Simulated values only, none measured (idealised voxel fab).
Herein follows the process module entitled voxel self aligned contacts.
FYI the section here is cut, 220 nm wide, cells are 5 nm squares.
Think of the cross-section as a grid of square cells. We describe it in bands, top to bottom, and each band covers one or more rows of those cells.
The entry gives the band's vertical extent as a top height and a bottom height in nm, then its horizontal make-up as materials from left to right, each with a width in nm. "empty" stands for empty space; a single material marked "throughout" fills the band edge to edge.
All heights in this document are referenced to 0, defined as the level beneath which the wafer, as received, consists entirely of one material. The lowest band is not bounded below; it extends indefinitely downward and is written in the form "top 0, no bottom".
Think of "30..40" as a width that walks from the first number to the second as you go down the band, top row to bottom row, taking equal-sized steps from row to row.
Reading "remained unchanged" for a step: not a cell of the cross-section changed in it.
Entry "Closed void list" = empty spaces >= 8 cells with no open way to the top; each as width x height at distance, distance from left edge, all nm.
It should be noted that, on the line of a given step, the content following the step's settings is a remark produced by the simulator itself with respect to that step.
overlay nm: mask offset rightward from planned place, masked step; negative means leftward offset.
# Planned process steps
1,RECEIVE (material Si)
2,OXIDIZE (depth nm 5)
3,DIRECTIONAL_DEP (material polySi; thk nm 20)
4,DIRECTIONAL_DEP (material SiN; thk nm 15)
5,PATTERN (tone cover; mask id GATE; material resist; width nm 25; pitch nm 50; thk nm 15; overlay nm 0)
6,DIRECTIONAL_ETCH (etch materials SiN; depth nm 15)
7,DIRECTIONAL_ETCH (etch materials polySi; depth nm 20)
8,STRIP (etch materials resist)
9,CONFORMAL_DEP (material SiN; thk nm 5)
10,DIRECTIONAL_ETCH (etch materials SiN; depth nm 5)
11,FILL_DEP (material SiO2; thk nm 10)
12,CMP (height nm 40)
13,PATTERN (tone open; mask id CONTACT; material resist; width nm 35; pitch nm 50; thk nm 15; overlay nm 0)
14,DIRECTIONAL_ETCH (etch materials SiO2; depth nm 45)
15,STRIP (etch materials resist)
16,CONFORMAL_DEP (material TiN; thk nm 5)
17,FILL_DEP (material Ru; thk nm 10)
18,CMP (height nm 40)
19,CONFORMAL_DEP (material SiCN; thk nm 5)
# Cross-section, incoming material, after step 1
    top 0, no bottom | Si throughout
    Closed void list: none
# Cross-section: first of two wafers, module finished, run according to plan
    top 45, bottom 40 | SiCN throughout
    top 40, bottom 35 | SiO2 (65), then TiN (15), then Ru (5), then TiN (15), then SiO2 (15), then TiN (15), then Ru (5), then TiN (15), then SiO2 (70)
    top 35, bottom 20 | SiO2 (40), then SiN (35), then TiN (5), then Ru (5), then TiN (5), then SiN (35), then TiN (5), then Ru (5), then TiN (5), then SiN (35), then SiO2 (45)
    top 20, bottom 0 | SiO2 (40), then SiN (5), then polySi (25), then SiN (5), then TiN (5), then Ru (5), then TiN (5), then SiN (5), then polySi (25), then SiN (5), then TiN (5), then Ru (5), then TiN (5), then SiN (5), then polySi (25), then SiN (5), then SiO2 (45)
    top 0, bottom -5 | SiO2 (75), then TiN (15), then SiO2 (35), then TiN (15), then SiO2 (80)
    top -5, no bottom | Si throughout
    Closed void list: none
# Second wafer cross-section at end of module - shared start and plan with the first, one mistake in the run
    top 45, bottom 40 | SiCN throughout
    top 40, bottom 35 | SiO2 (65), then TiN (15), then Ru (5), then TiN (15), then SiO2 (15), then TiN (15), then Ru (5), then TiN (15), then SiO2 (70)
    top 35, bottom 20 | SiO2 (40), then SiN (35), then TiN (5), then Ru (5), then TiN (5), then SiN (35), then TiN (5), then Ru (5), then TiN (5), then SiN (35), then SiO2 (45)
    top 20, bottom 10 | SiO2 (40), then SiN (5), then polySi (25), then SiN (5), then TiN (5), then Ru (5), then TiN (5), then SiN (5), then polySi (25), then SiN (5), then TiN (5), then Ru (5), then TiN (5), then SiN (5), then polySi (25), then SiN (5), then SiO2 (45)
    top 10, bottom 5 | SiO2 (40), then SiN (5), then polySi (25), then SiN (5), then TiN (15), then SiN (5), then polySi (25), then SiN (5), then TiN (15), then SiN (5), then polySi (25), then SiN (5), then SiO2 (45)
    top 5, bottom 0 | SiN (45), then polySi (25), then SiN (25), then polySi (25), then SiN (25), then polySi (25), then SiN (50)
    top 0, bottom -5 | SiO2 throughout
    top -5, no bottom | Si throughout
    Closed void list: none
Error vs. plan: the executed order of steps 9 and 10 is the reverse of that specified in the plan, each step having taken the other's position
at the end the second wafer has, in cells: Ru -4 | SiN +23 | SiO2 -11 | TiN -8
